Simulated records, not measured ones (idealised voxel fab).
The document below concerns the process module designated voxel ribs on slabs.
Cross-sectional view cut (width: 160 nm; square cell size: 5 nm).
In what follows, cross-sections appear as grids of square cells, described through bands that run from the top down, where every band is one or more rows of cells.
Per band: top height and bottom height in nm, followed by the left-to-right materials and their widths in nm; "everywhere" marks a single material spanning edge to edge, "air" marks empty space.
Below 0: as-received wafer, all one material; heights counted from there. Lowest band: no bottom, goes on down, written "from 0 down".
A width given as "30->40" starts at the first number in the band's top row and ends at the second number in its bottom row, shifting by an equal amount at every step from row to row.
Step marked "identical to before"? Then no cell in the cross-section changed in it.
So "Closed internal voids" is basically the list of trapped voids: any empty space of 8 cells or more that can't reach the top through an opening. They're written width x height at distance, the distance being from the left edge, and it's all nm.
On a step's line, text after the settings is the simulator commenting on that step.
overlay nm, on a step with a mask: how far to the right of its planned place the mask lay; to the left if negative

-- The following list gives the planned process steps
1) RECEIVE | material Si
2) DIRECTIONAL_DEP | material SiO2 | thk nm 20
3) DIRECTIONAL_DEP | material polySi | thk nm 25
4) DIRECTIONAL_DEP | material aC | thk nm 10
5) PATTERN | tone cover | mask id RIB | material resist | width nm 20 | thk nm 25 | overlay nm 0
6) DIRECTIONAL_ETCH | etch materials aC | depth nm 10
7) STRIP | etch materials resist
8) DIRECTIONAL_ETCH | etch materials polySi | depth nm 5
9) STRIP | etch materials aC
10) DIRECTIONAL_DEP | material aC | thk nm 15
11) PATTERN | tone cover | mask id SLAB | material resist | width nm 80 | thk nm 35 | overlay nm 0
12) DIRECTIONAL_ETCH | etch materials aC | depth nm 15
13) STRIP | etch materials resist
14) DIRECTIONAL_ETCH | etch materials polySi | depth nm 20
15) STRIP | etch materials aC
16) FILL_DEP | material SiO2 | thk nm 20
17) CMP | height nm 60
18) DIRECTIONAL_DEP | material W | thk nm 10
19) DIRECTIONAL_DEP | material aC | thk nm 15
20) PATTERN | tone cover | mask id HEATER | material resist | width nm 40 | thk nm 30 | overlay nm 0
21) DIRECTIONAL_ETCH | etch materials aC | depth nm 15
22) STRIP | etch materials resist
23) DIRECTIONAL_ETCH | etch materials W | depth nm 10
24) STRIP | etch materials aC
25) CONFORMAL_DEP | material SiO2 | thk nm 10
The value of width nm given for step 5 in the plan refers to the first wafer; the wafers vary in this setting and are alike at the start.

-- The first of several wafers as received, shown in cross-section; this is its state after step 1
- from 0 down  Si everywhere
- Closed internal voids: none

-- Per wafer (row), end of module: delta in cells per material since receipt, (+) for gained, (-) for lost; closed voids after that
width nm 20 | +388 SiO2 | +16 W | +68 polySi | Closed internal voids: none
width nm 25 | +387 SiO2 | +16 W | +69 polySi | Closed internal voids: none
width nm 30 | +386 SiO2 | +16 W | +70 polySi | Closed internal voids: none
width nm 35 | +385 SiO2 | +16 W | +71 polySi | Closed internal voids: none
width nm 40 | +384 SiO2 | +16 W | +72 polySi | Closed internal voids: none
width nm 45 | +383 SiO2 | +16 W | +73 polySi | Closed internal voids: none
